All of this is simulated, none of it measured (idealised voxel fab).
The name of this process module is voxel capacitor over wiring.
Section cut is 215 nm wide and gridded with 5 nm square cells.
This document writes a cross-section as a grid whose cells are square, and gives it as bands, listed from the top down; one or more rows of cells form a band. Quick guide to a band line: top height, bottom height (nm) up front; then every material left to right with its width in nm. Only one material and it's marked "full width"? Then it fills the band edge to edge. And "blank" just means empty space. The level at which height equals 0 is the one under which the wafer, as it arrives, is entirely one material. No lower edge exists for the bottom band, which continues downward and is notated as in "0 and below". The expression "30 to 40" gives the width at the extremes of the band, the first number at its top row of cells and the second at its bottom row, with the width changing by equal amounts from each row to the next in between. "remained unchanged" (step): cross-section cells unchanged, all of them. Under "Unvented voids" you'll find the enclosed gaps, the ones with no way out to the top, that are 8 cells or bigger; each reads width x height at distance, with distance counted from the left edge, everything in nm. Read whatever lies past the settings on a step's line as the simulator's own remark about the step. You can add "overlay nm" to a step's line. For a step with a mask, it describes how far the mask lay to the right of its planned position, and a negative number describes a lay to the left.

SET OUT BELOW ARE THE PLANNED STEPS OF THE PROCESS
- 1: RECEIVE | material Si
- 2: CONFORMAL_DEP | material SiO2 | thk nm 15
- 3: DIRECTIONAL_DEP | material TiN | thk nm 5
- 4: DIRECTIONAL_DEP | material W | thk nm 20
- 5: MASKED_ETCH | tone cover | mask id METAL_1 | width nm 20 | pitch nm 90 | etch materials W | depth nm 20 | overlay nm 0
- 6: MASKED_ETCH | tone cover | mask id METAL_1 | width nm 20 | pitch nm 90 | etch materials TiN | depth nm 5 | overlay nm 0
- 7: FILL_DEP | material SiO2 | thk nm 10
- 8: CMP | height nm 40
- 9: CONFORMAL_DEP | material SiCN | thk nm 5
- 10: DIRECTIONAL_DEP | material SiO2 | thk nm 15
- 11: MASKED_ETCH | tone open | mask id PLUG_1 | width nm 15 | etch materials SiO2 | depth nm 15 | overlay nm 0
- 12: MASKED_ETCH | tone open | mask id PLUG_1 | width nm 15 | etch materials SiCN | depth nm 5 | overlay nm 0
- 13: CONFORMAL_DEP | material TiN | thk nm 5
- 14: FILL_DEP | material Ru | thk nm 5
- 15: CMP | height nm 60
- 16: DIRECTIONAL_DEP | material TiN | thk nm 5
- 17: DIRECTIONAL_DEP | material HfO2 | thk nm 5
- 18: DIRECTIONAL_DEP | material TiN | thk nm 5
- 19: PATTERN | tone cover | mask id UPPER_PLATE | material resist | width nm 75 | thk nm 20 | overlay nm 0
- 20: DIRECTIONAL_ETCH | etch materials TiN | depth nm 5
- 21: DIRECTIONAL_ETCH | etch materials HfO2 | depth nm 5
- 22: STRIP | etch materials resist
- 23: MASKED_ETCH | tone cover | mask id LOWER_PLATE | width nm 85 | etch materials TiN | depth nm 5 | overlay nm 0
- 24: FILL_DEP | material SiO2 | thk nm 15
- 25: CMP | height nm 85
- 26: MASKED_ETCH | tone open | mask id PLUG_2 | width nm 15 | etch materials SiO2 | depth nm 10 | overlay nm 0
- 27: CONFORMAL_DEP | material TiN | thk nm 5
- 28: FILL_DEP | material W | thk nm 10
- 29: CMP | height nm 85
- 30: CONFORMAL_DEP | material SiN | thk nm 5

CROSS-SECTION OF THE WAFER AS IT CAME TO US, I.E., ALREADY THROUGH STEP 1
> 0 and below = Si full width
> Unvented voids: none

CROSS-SECTION, FIRST OF TWO WAFERS, END OF MODULE, RUN AS PLANNED
> 90 down to 85 = SiN full width
> 85 down to 80 = SiO2=65 / TiN=5 / W=5 / TiN=5 / SiO2=135
> 80 down to 70 = SiO2=65 to 55 / TiN=15 to 75 / SiO2=135 to 85
> 70 down to 65 = SiO2=55 / HfO2=75 / SiO2=85
> 65 down to 60 = SiO2=50 / TiN=85 / SiO2=80
> 60 down to 45 = SiO2=55 / TiN=5 / Ru=5 / TiN=5 / SiO2=145
> 45 down to 40 = SiCN=55 / TiN=15 / SiCN=145
> 40 down to 20 = SiO2=50 / W=20 / SiO2=70 / W=20 / SiO2=55
> 20 down to 15 = SiO2=50 / TiN=20 / SiO2=70 / TiN=20 / SiO2=55
> 15 down to 0 = SiO2 full width
> 0 and below = Si full width
> Unvented voids: none

END-OF-MODULE CROSS-SECTION OF THE SECOND WAFER: IDENTICAL STARTING POINT AND PROCESS PLAN TO THE FIRST, WITH ONE PROCESSING MISTAKE
> 90 down to 85 = SiN full width
> 85 down to 80 = SiO2=65 / TiN=5 / W=5 / TiN=5 / SiO2=135
> 80 down to 70 = SiO2=65 to 55 / TiN=15 to 75 / SiO2=135 to 85
> 70 down to 65 = SiO2=55 / HfO2=75 / SiO2=85
> 65 down to 60 = SiO2=50 / TiN=85 / SiO2=80
> 60 down to 45 = SiO2=55 / TiN=5 / Ru=5 / TiN=5 / SiO2=145
> 45 down to 40 = SiCN=55 / TiN=15 / SiCN=145
> 40 down to 20 = W=50 / SiO2=20 / W=70 / SiO2=20 / W=55
> 20 down to 15 = TiN full width
> 15 down to 0 = SiO2 full width
> 0 and below = Si full width
> Unvented voids: none
Finding, execution versus plan: step 5 off recipe, ran as MASKED_ETCH | tone open | mask id METAL_1 | width nm 20 | pitch nm 90 | etch materials W | depth nm 20 | overlay nm 0
Final wafer comparison in cells, second versus first, more or fewer per material: SiO2 -143; TiN +35; W +108
